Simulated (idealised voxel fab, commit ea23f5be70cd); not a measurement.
The process module that follows is named voxel ribs on slabs.
In the cross-section labelled cut, the width is 260 nm and each square cell is 5 nm.
The cross-sections in this document take the form of a grid made of square cells. They are written out as bands, in order from top to bottom. Each band consists of one or more rows of cells. Basically the band line says how high the top is and how high the bottom is, in nm, and then what's in it from left to right, every material with its width in nm. Empty space shows up as "blank", and if a single material carries "edge to edge" it runs the full band edge to edge. All heights in this document are referenced to 0, defined as the level beneath which the wafer, as received, consists entirely of one material. The lowest band is not bounded below; it extends indefinitely downward and is written in the form "0 nm and below". When a width is written as two numbers, as in "30..40", the first number is the width in the top row of cells of the band and the second is the width in its bottom row, and the width changes by the same amount from each row to the next. "nothing altered", as given for a step, is the statement that not any cell of the cross-section underwent a change during that step. "Closed void roster" lists enclosed empty spaces (at least 8 cells, no open path upward to the top), each as width x height at distance from the left edge, in nm. The remark found on a step's line after its settings is issued by the simulator itself and pertains to that step. overlay nm: mask right of planned place by this much (step with mask). Neg. = left.

PLANNED STEP LIST FOR THE PROCESS
1. op RECEIVE | material Si
2. op DIRECTIONAL_DEP | material SiO2 | thk nm 25
3. op DIRECTIONAL_DEP | material SiN | thk nm 20
4. op MASKED_ETCH | tone cover | mask id RIB | width nm 30 | etch materials SiN | depth nm 5 | overlay nm 0
5. op DIRECTIONAL_DEP | material aC | thk nm 10
6. op PATTERN | tone cover | mask id SLAB | material resist | width nm 80 | thk nm 25 | overlay nm 0
7. op DIRECTIONAL_ETCH | etch materials aC | depth nm 10
8. op STRIP | etch materials resist
9. op DIRECTIONAL_ETCH | etch materials SiN | depth nm 15
10. op STRIP | etch materials aC
11. op FILL_DEP | material SiO2 | thk nm 20
12. op CMP | height nm 55
13. op DIRECTIONAL_DEP | material W | thk nm 10
14. op MASKED_ETCH | tone cover | mask id HEATER | width nm 40 | etch materials W | depth nm 10 | overlay nm 0
15. op CONFORMAL_DEP | material SiN | thk nm 5

WAFER AT RECEIPT (POST STEP 1), CROSS-SECTION
	0 nm and below | Si edge to edge
	Closed void roster: none

MODULE COMPLETE, CROSS-SECTION. STARTING POINT AND PLAN PER ABOVE. ONE MISTAKE MADE IN RUNNING THE MODULE
	70 nm to 65 nm | SiN 115 nm  blank 30 nm  SiN 115 nm
	65 nm to 60 nm | W 110 nm  SiN 5 nm  blank 30 nm  SiN 5 nm  W 110 nm
	60 nm to 55 nm | W 110 nm  SiN 40 nm  W 110 nm
	55 nm to 45 nm | SiO2 edge to edge
	45 nm to 40 nm | SiO2 115 nm  SiN 30 nm  SiO2 115 nm
	40 nm to 25 nm | SiO2 90 nm  SiN 80 nm  SiO2 90 nm
	25 nm to 0 nm | SiO2 edge to edge
	0 nm and below | Si edge to edge
	Closed void roster: none
Finding, execution versus plan: step 14, actual vs plan mismatch, actual run op MASKED_ETCH | tone open | mask id HEATER | width nm 40 | etch materials W | depth nm 10 | overlay nm 0
